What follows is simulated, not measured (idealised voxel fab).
process module | voxel transistor to metal
cross-section cut | 295 nm wide | cells 5 nm
A cross-section is a grid of square cells, given in bands from the top down. A band is one or more rows of cells.
Each band's line starts with the height of the band's top and of its bottom, in nm. Then come its materials from left to right, each with its width in nm. One material with "throughout" fills the band from edge to edge. "air" is empty space.
Height 0 is the level under which the wafer as received is all one material. The lowest band goes on downwards, as in "0 down".
A width such as "30 to 40" changes by the same amount from each row of cells to the next, from the band's top row to its bottom row.
"no change" after a step means that no cell of the cross-section changed.
closed voids: empty space of 8 cells or more with no open way to the top, each as width x height at its distance from the left edge, in nm
after a step's settings: what the simulator itself notes on the step
overlay nm, on a step with a mask: how far to the right of its planned place the mask lay; to the left if negative
Each pair below shows a cross-section before one step and the cross-section after it, down to the lowest band that changed. The line under each pair gives the step between them, with its settings. The pairs can come from different runs of this module on the same starting wafer, so a pair continues from the pair above only where its "before" says so.
before
  60 to 45: air 45 | Ru 15 | air 45 | Ru 15 | air 50 | Ru 15 | air 45 | Ru 15 | air 50
  45 to 40: TiN throughout
  40 to 25: SiO2 45 | TiN 5 | Ru 15 | TiN 5 | SiO2 25 | TiN 5 | Ru 15 | TiN 5 | SiO2 50 | TiN 5 | Ru 15 | TiN 5 | SiO2 25 | TiN 5 | Ru 15 | TiN 5 | SiO2 50
  25 to 15: SiO2 45 | TiN 5 | Ru 15 | TiN 5 | SiN 5 | SiCN 15 | SiN 5 | TiN 5 | Ru 15 | TiN 5 | SiO2 50 | TiN 5 | Ru 15 | TiN 5 | SiN 5 | SiCN 15 | SiN 5 | TiN 5 | Ru 15 | TiN 5 | SiO2 50
  15 to 10: SiO2 45 | TiN 5 | Ru 15 | TiN 5 | SiN 5 | polySi 15 | SiN 5 | TiN 5 | Ru 15 | TiN 5 | SiO2 50 | TiN 5 | Ru 15 | TiN 5 | SiN 5 | polySi 15 | SiN 5 | TiN 5 | Ru 15 | TiN 5 | SiO2 50
  10 to 5: SiO2 45 | TiN 25 | SiN 5 | polySi 15 | SiN 5 | TiN 25 | SiO2 50 | TiN 25 | SiN 5 | polySi 15 | SiN 5 | TiN 25 | SiO2 50
  5 to 0: SiO2 45 | TiN 10 | SiGe 15 | SiN 5 | polySi 15 | SiN 5 | SiGe 15 | TiN 10 | SiO2 50 | TiN 10 | SiGe 15 | SiN 5 | polySi 15 | SiN 5 | SiGe 15 | TiN 10 | SiO2 50
  0 to -5: SiO2 30 | SiN 5 | SiO2 10 | TiN 10 | SiGe 15 | SiN 5 | polySi 15 | SiN 5 | SiGe 15 | TiN 10 | SiO2 10 | SiN 5 | SiO2 20 | SiN 5 | SiO2 10 | TiN 10 | SiGe 15 | SiN 5 | polySi 15 | SiN 5 | SiGe 15 | TiN 10 | SiO2 10 | SiN 5 | SiO2 35
  -5 to -10: SiO2 35 | SiGe 35 | SiO2 25 | SiGe 35 | SiO2 30 | SiGe 35 | SiO2 25 | SiGe 35 | SiO2 40
  -10 to -20: SiO2 40 | SiGe 30 | Si 25 | SiGe 30 | SiO2 40 | SiGe 30 | Si 25 | SiGe 30 | SiO2 45
  -20 to -40: SiO2 40 | Si 85 | SiO2 40 | Si 85 | SiO2 45
  -40 down: Si throughout
  closed voids: none
after
  60 to 45: air 45 | Ru 15 | air 45 | Ru 15 | air 50 | Ru 15 | air 45 | Ru 15 | air 50
  45 to 40: air 45 | TiN 25 | air 35 | TiN 25 | air 40 | TiN 25 | air 35 | TiN 25 | air 40
  below 40: unchanged
  closed voids: none
the step between: op MASKED_ETCH | tone cover | mask id METAL_1 | width nm 15 | etch materials TiN | depth nm 5 | overlay nm 10
before: the cross-section after the pair above
after
  65 to 60: air 40 | SiCN 25 | air 35 | SiCN 25 | air 40 | SiCN 25 | air 35 | SiCN 25 | air 45
  60 to 50: air 40 | SiCN 5 | Ru 15 | SiCN 5 | air 35 | SiCN 5 | Ru 15 | SiCN 5 | air 40 | SiCN 5 | Ru 15 | SiCN 5 | air 35 | SiCN 5 | Ru 15 | SiCN 5 | air 45
  50 to 45: air 40 | SiCN 5 | Ru 15 | SiCN 15 | air 25 | SiCN 5 | Ru 15 | SiCN 15 | air 30 | SiCN 5 | Ru 15 | SiCN 15 | air 25 | SiCN 5 | Ru 15 | SiCN 15 | air 35
  45 to 40: SiCN 45 | TiN 25 | SiCN 35 | TiN 25 | SiCN 40 | TiN 25 | SiCN 35 | TiN 25 | SiCN 40
  below 40: unchanged
  closed voids: none
the step between: op CONFORMAL_DEP | material SiCN | thk nm 5
before: the cross-section after the pair above
after
  75 to 65: lowk throughout
  65 to 60: lowk 40 | SiCN 25 | lowk 35 | SiCN 25 | lowk 40 | SiCN 25 | lowk 35 | SiCN 25 | lowk 45
  60 to 50: lowk 40 | SiCN 5 | Ru 15 | SiCN 5 | lowk 35 | SiCN 5 | Ru 15 | SiCN 5 | lowk 40 | SiCN 5 | Ru 15 | SiCN 5 | lowk 35 | SiCN 5 | Ru 15 | SiCN 5 | lowk 45
  50 to 45: lowk 40 | SiCN 5 | Ru 15 | SiCN 15 | lowk 25 | SiCN 5 | Ru 15 | SiCN 15 | lowk 30 | SiCN 5 | Ru 15 | SiCN 15 | lowk 25 | SiCN 5 | Ru 15 | SiCN 15 | lowk 35
  below 45: unchanged
  closed voids: none
the step between: op FILL_DEP | material lowk | thk nm 10
before: the cross-section after the pair above
after
  60 to 50: lowk 40 | SiCN 5 | Ru 15 | SiCN 5 | lowk 35 | SiCN 5 | Ru 15 | SiCN 5 | lowk 40 | SiCN 5 | Ru 15 | SiCN 5 | lowk 35 | SiCN 5 | Ru 15 | SiCN 5 | lowk 45
  below 50: unchanged
  closed voids: none
the step between: op CMP | height nm 60
before: the cross-section after the pair above
after
  65 to 60: SiN throughout
  below 60: unchanged
  closed voids: none
the step between: op CONFORMAL_DEP | material SiN | thk nm 5
before
  60 to 45: air 45 | Ru 15 | air 45 | Ru 15 | air 50 | Ru 15 | air 45 | Ru 15 | air 50
  45 to 40: air 45 | TiN 15 | air 45 | TiN 15 | air 50 | TiN 15 | air 45 | TiN 15 | air 50
  40 to 25: SiO2 45 | TiN 5 | Ru 15 | TiN 5 | SiO2 25 | TiN 5 | Ru 15 | TiN 5 | SiO2 50 | TiN 5 | Ru 15 | TiN 5 | SiO2 25 | TiN 5 | Ru 15 | TiN 5 | SiO2 50
  25 to 15: SiO2 45 | TiN 5 | Ru 15 | TiN 5 | SiN 5 | SiCN 15 | SiN 5 | TiN 5 | Ru 15 | TiN 5 | SiO2 50 | TiN 5 | Ru 15 | TiN 5 | SiN 5 | SiCN 15 | SiN 5 | TiN 5 | Ru 15 | TiN 5 | SiO2 50
  15 to 10: SiO2 45 | TiN 5 | Ru 15 | TiN 5 | SiN 5 | polySi 15 | SiN 5 | TiN 5 | Ru 15 | TiN 5 | SiO2 50 | TiN 5 | Ru 15 | TiN 5 | SiN 5 | polySi 15 | SiN 5 | TiN 5 | Ru 15 | TiN 5 | SiO2 50
  10 to 5: SiO2 45 | TiN 25 | SiN 5 | polySi 15 | SiN 5 | TiN 25 | SiO2 50 | TiN 25 | SiN 5 | polySi 15 | SiN 5 | TiN 25 | SiO2 50
  5 to 0: SiO2 45 | TiN 10 | SiGe 15 | SiN 5 | polySi 15 | SiN 5 | SiGe 15 | TiN 10 | SiO2 50 | TiN 10 | SiGe 15 | SiN 5 | polySi 15 | SiN 5 | SiGe 15 | TiN 10 | SiO2 50
  0 to -5: SiO2 30 | SiN 5 | SiO2 10 | TiN 10 | SiGe 15 | SiN 5 | polySi 15 | SiN 5 | SiGe 15 | TiN 10 | SiO2 10 | SiN 5 | SiO2 20 | SiN 5 | SiO2 10 | TiN 10 | SiGe 15 | SiN 5 | polySi 15 | SiN 5 | SiGe 15 | TiN 10 | SiO2 10 | SiN 5 | SiO2 35
  -5 to -10: SiO2 35 | SiGe 35 | SiO2 25 | SiGe 35 | SiO2 30 | SiGe 35 | SiO2 25 | SiGe 35 | SiO2 40
  -10 to -20: SiO2 40 | SiGe 30 | Si 25 | SiGe 30 | SiO2 40 | SiGe 30 | Si 25 | SiGe 30 | SiO2 45
  -20 to -40: SiO2 40 | Si 85 | SiO2 40 | Si 85 | SiO2 45
  -40 down: Si throughout
  closed voids: none
after
  65 to 60: air 40 | SiN 25 | air 35 | SiN 25 | air 40 | SiN 25 | air 35 | SiN 25 | air 45
  60 to 45: air 40 | SiN 5 | Ru 15 | SiN 5 | air 35 | SiN 5 | Ru 15 | SiN 5 | air 40 | SiN 5 | Ru 15 | SiN 5 | air 35 | SiN 5 | Ru 15 | SiN 5 | air 45
  45 to 40: SiN 45 | TiN 15 | SiN 45 | TiN 15 | SiN 50 | TiN 15 | SiN 45 | TiN 15 | SiN 50
  below 40: unchanged
  closed voids: none
the step between: op CONFORMAL_DEP | material SiN | thk nm 5
before: the cross-section after the pair above
after
  75 to 65: lowk throughout
  65 to 60: lowk 40 | SiN 25 | lowk 35 | SiN 25 | lowk 40 | SiN 25 | lowk 35 | SiN 25 | lowk 45
  60 to 45: lowk 40 | SiN 5 | Ru 15 | SiN 5 | lowk 35 | SiN 5 | Ru 15 | SiN 5 | lowk 40 | SiN 5 | Ru 15 | SiN 5 | lowk 35 | SiN 5 | Ru 15 | SiN 5 | lowk 45
  below 45: unchanged
  closed voids: none
the step between: op FILL_DEP | material lowk | thk nm 10
before: the cross-section after the pair above
after
  60 to 45: lowk 40 | SiN 5 | Ru 15 | SiN 5 | lowk 35 | SiN 5 | Ru 15 | SiN 5 | lowk 40 | SiN 5 | Ru 15 | SiN 5 | lowk 35 | SiN 5 | Ru 15 | SiN 5 | lowk 45
  below 45: unchanged
  closed voids: none
the step between: op CMP | height nm 60
before: the cross-section after the pair above
after
  65 to 60: SiN throughout
  below 60: unchanged
  closed voids: none
the step between: op CONFORMAL_DEP | material SiN | thk nm 5
before
  60 to 45: Ru throughout
  45 to 40: TiN throughout
  40 to 25: SiO2 45 | TiN 5 | Ru 15 | TiN 5 | SiO2 25 | TiN 5 | Ru 15 | TiN 5 | SiO2 50 | TiN 5 | Ru 15 | TiN 5 | SiO2 25 | TiN 5 | Ru 15 | TiN 5 | SiO2 50
  25 to 15: SiO2 45 | TiN 5 | Ru 15 | TiN 5 | SiN 5 | SiCN 15 | SiN 5 | TiN 5 | Ru 15 | TiN 5 | SiO2 50 | TiN 5 | Ru 15 | TiN 5 | SiN 5 | SiCN 15 | SiN 5 | TiN 5 | Ru 15 | TiN 5 | SiO2 50
  15 to 10: SiO2 45 | TiN 5 | Ru 15 | TiN 5 | SiN 5 | polySi 15 | SiN 5 | TiN 5 | Ru 15 | TiN 5 | SiO2 50 | TiN 5 | Ru 15 | TiN 5 | SiN 5 | polySi 15 | SiN 5 | TiN 5 | Ru 15 | TiN 5 | SiO2 50
  10 to 5: SiO2 45 | TiN 25 | SiN 5 | polySi 15 | SiN 5 | TiN 25 | SiO2 50 | TiN 25 | SiN 5 | polySi 15 | SiN 5 | TiN 25 | SiO2 50
  5 to 0: SiO2 45 | TiN 10 | SiGe 15 | SiN 5 | polySi 15 | SiN 5 | SiGe 15 | TiN 10 | SiO2 50 | TiN 10 | SiGe 15 | SiN 5 | polySi 15 | SiN 5 | SiGe 15 | TiN 10 | SiO2 50
  0 to -5: SiO2 30 | SiN 5 | SiO2 10 | TiN 10 | SiGe 15 | SiN 5 | polySi 15 | SiN 5 | SiGe 15 | TiN 10 | SiO2 10 | SiN 5 | SiO2 20 | SiN 5 | SiO2 10 | TiN 10 | SiGe 15 | SiN 5 | polySi 15 | SiN 5 | SiGe 15 | TiN 10 | SiO2 10 | SiN 5 | SiO2 35
  -5 to -10: SiO2 35 | SiGe 35 | SiO2 25 | SiGe 35 | SiO2 30 | SiGe 35 | SiO2 25 | SiGe 35 | SiO2 40
  -10 to -20: SiO2 40 | SiGe 30 | Si 25 | SiGe 30 | SiO2 40 | SiGe 30 | Si 25 | SiGe 30 | SiO2 45
  -20 to -40: SiO2 40 | Si 85 | SiO2 40 | Si 85 | SiO2 45
  -40 down: Si throughout
  closed voids: none
after
  60 to 45: Ru 45 | air 15 | Ru 45 | air 15 | Ru 50 | air 15 | Ru 45 | air 15 | Ru 50
  below 45: unchanged
  closed voids: none
the step between: op MASKED_ETCH | tone open | mask id METAL_1 | width nm 15 | etch materials Ru | depth nm 15 | overlay nm 0
before: the cross-section after the pair above
after
  65 to 60: SiCN 50 | air 5 | SiCN 55 | air 5 | SiCN 60 | air 5 | SiCN 55 | air 5 | SiCN 55
  60 to 50: Ru 45 | SiCN 5 | air 5 | SiCN 5 | Ru 45 | SiCN 5 | air 5 | SiCN 5 | Ru 50 | SiCN 5 | air 5 | SiCN 5 | Ru 45 | SiCN 5 | air 5 | SiCN 5 | Ru 50
  50 to 45: Ru 45 | SiCN 15 | Ru 45 | SiCN 15 | Ru 50 | SiCN 15 | Ru 45 | SiCN 15 | Ru 50
  below 45: unchanged
  closed voids: none
the step between: op CONFORMAL_DEP | material SiCN | thk nm 5
before: the cross-section after the pair above
after
  75 to 65: lowk throughout
  65 to 60: SiCN 50 | lowk 5 | SiCN 55 | lowk 5 | SiCN 60 | lowk 5 | SiCN 55 | lowk 5 | SiCN 55
  60 to 50: Ru 45 | SiCN 5 | lowk 5 | SiCN 5 | Ru 45 | SiCN 5 | lowk 5 | SiCN 5 | Ru 50 | SiCN 5 | lowk 5 | SiCN 5 | Ru 45 | SiCN 5 | lowk 5 | SiCN 5 | Ru 50
  below 50: unchanged
  closed voids: none
the step between: op FILL_DEP | material lowk | thk nm 10
before: the cross-section after the pair above
after
  60 to 50: Ru 45 | SiCN 5 | lowk 5 | SiCN 5 | Ru 45 | SiCN 5 | lowk 5 | SiCN 5 | Ru 50 | SiCN 5 | lowk 5 | SiCN 5 | Ru 45 | SiCN 5 | lowk 5 | SiCN 5 | Ru 50
  below 50: unchanged
  closed voids: none
the step between: op CMP | height nm 60
before: the cross-section after the pair above
after
  65 to 60: SiN throughout
  below 60: unchanged
  closed voids: none
the step between: op CONFORMAL_DEP | material SiN | thk nm 5
